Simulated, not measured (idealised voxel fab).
The following process module bears the name voxel wiring stack.
The width of the displayed cross-section, cut, is 190 nm; its cells are square, with a size of 5 nm.
Notation: cross-section as square-cell grid; stated in bands, top first, going down; one or more cell rows per band. Basically the band line says how high the top is and how high the bottom is, in nm, and then what's in it from left to right, every material with its width in nm. Empty space shows up as "blank", and if a single material carries "everywhere" it runs the full band edge to edge. Heights are reckoned from 0. Under this level, the received wafer is all of one material. The bottommost band is open-ended downward, for example "from 0 down". Top row gets the first number, bottom row gets the second, and each row in between changes by the same step: that is how a band width like "30..40" works. Given "nothing altered" for a step, no cell of the cross-section differs between before and after that step. "Closed void listing": sealed empty spaces, 8 cells or more, no open way to top, listed width x height at distance, with distance from the left edge and width, height and distance in nm. Note: text after step settings on the step line = simulator remark on that step. overlay nm: where the mask lay relative to plan, measured to the right, on steps with a mask; negatives go left.

# Steps planned for the process
1) RECEIVE: material Si
2) CONFORMAL_DEP: material SiO2, thk nm 10
3) CONFORMAL_DEP: material SiCN, thk nm 5
4) DIRECTIONAL_DEP: material SiO2, thk nm 20
5) DIRECTIONAL_DEP: material aC, thk nm 10
6) PATTERN: tone open, mask id METAL_1, material resist, width nm 20, pitch nm 40, thk nm 30, overlay nm 0
7) DIRECTIONAL_ETCH: etch materials aC, depth nm 10
8) STRIP: etch materials resist
9) DIRECTIONAL_ETCH: etch materials SiO2, depth nm 20
10) DIRECTIONAL_ETCH: etch materials SiCN, depth nm 5
11) STRIP: etch materials aC
12) CONFORMAL_DEP: material TiN, thk nm 5
13) FILL_DEP: material Cu, thk nm 5
14) CMP: height nm 35
15) CONFORMAL_DEP: material SiCN, thk nm 5
16) DIRECTIONAL_DEP: material SiO2, thk nm 30
17) DIRECTIONAL_DEP: material aC, thk nm 10
18) PATTERN: tone open, mask id METAL_2, material resist, width nm 20, pitch nm 40, thk nm 30, overlay nm 0
19) DIRECTIONAL_ETCH: etch materials aC, depth nm 10
20) STRIP: etch materials resist
21) DIRECTIONAL_ETCH: etch materials SiO2, depth nm 15
22) STRIP: etch materials aC
23) PATTERN: tone open, mask id METAL_2_HOLES, material resist, width nm 15, pitch nm 80, thk nm 20, overlay nm 0
24) DIRECTIONAL_ETCH: etch materials SiO2, depth nm 15
25) DIRECTIONAL_ETCH: etch materials SiCN, depth nm 5
26) STRIP: etch materials resist
27) CONFORMAL_DEP: material TiN, thk nm 5
28) FILL_DEP: material Ru, thk nm 10
29) CMP: height nm 70
30) CONFORMAL_DEP: material SiN, thk nm 5

# As-received state of the wafer in cross-section, equivalent to post-step 1
  from 0 down  Si everywhere
  Closed void listing: none

# The following cross-section depicts the wafer upon conclusion of the module. Processing commenced from the starting condition illustrated above and adhered to the plan illustrated above, save for one mistake in execution
  from 75 to 70  SiN everywhere
  from 70 to 60  SiO2: 25; TiN: 5; Ru: 10; TiN: 5; SiO2: 20; TiN: 5; Ru: 10; TiN: 5; SiO2: 20; TiN: 5; Ru: 10; TiN: 5; SiO2: 20; TiN: 5; Ru: 10; TiN: 5; SiO2: 25
  from 60 to 55  SiO2: 25; TiN: 5; Ru: 5; TiN: 10; SiO2: 20; TiN: 20; SiO2: 20; TiN: 5; Ru: 5; TiN: 10; SiO2: 20; TiN: 20; SiO2: 25
  from 55 to 40  SiO2: 25; TiN: 5; Ru: 5; TiN: 5; SiO2: 65; TiN: 5; Ru: 5; TiN: 5; SiO2: 70
  from 40 to 35  SiCN: 25; TiN: 15; SiCN: 65; TiN: 15; SiCN: 70
  from 35 to 20  SiO2: 25; TiN: 5; Cu: 10; TiN: 5; SiO2: 20; TiN: 5; Cu: 10; TiN: 5; SiO2: 20; TiN: 5; Cu: 10; TiN: 5; SiO2: 20; TiN: 5; Cu: 10; TiN: 5; SiO2: 25
  from 20 to 15  SiO2: 25; TiN: 20; SiO2: 20; TiN: 20; SiO2: 20; TiN: 20; SiO2: 20; TiN: 20; SiO2: 25
  from 15 to 5  SiO2 everywhere
  from 5 to 0  SiCN everywhere
  from 0 down  Si everywhere
  Closed void listing: none
What was the processing mistake? step 3 occupied the plan position of step 2, and the converse holds as well
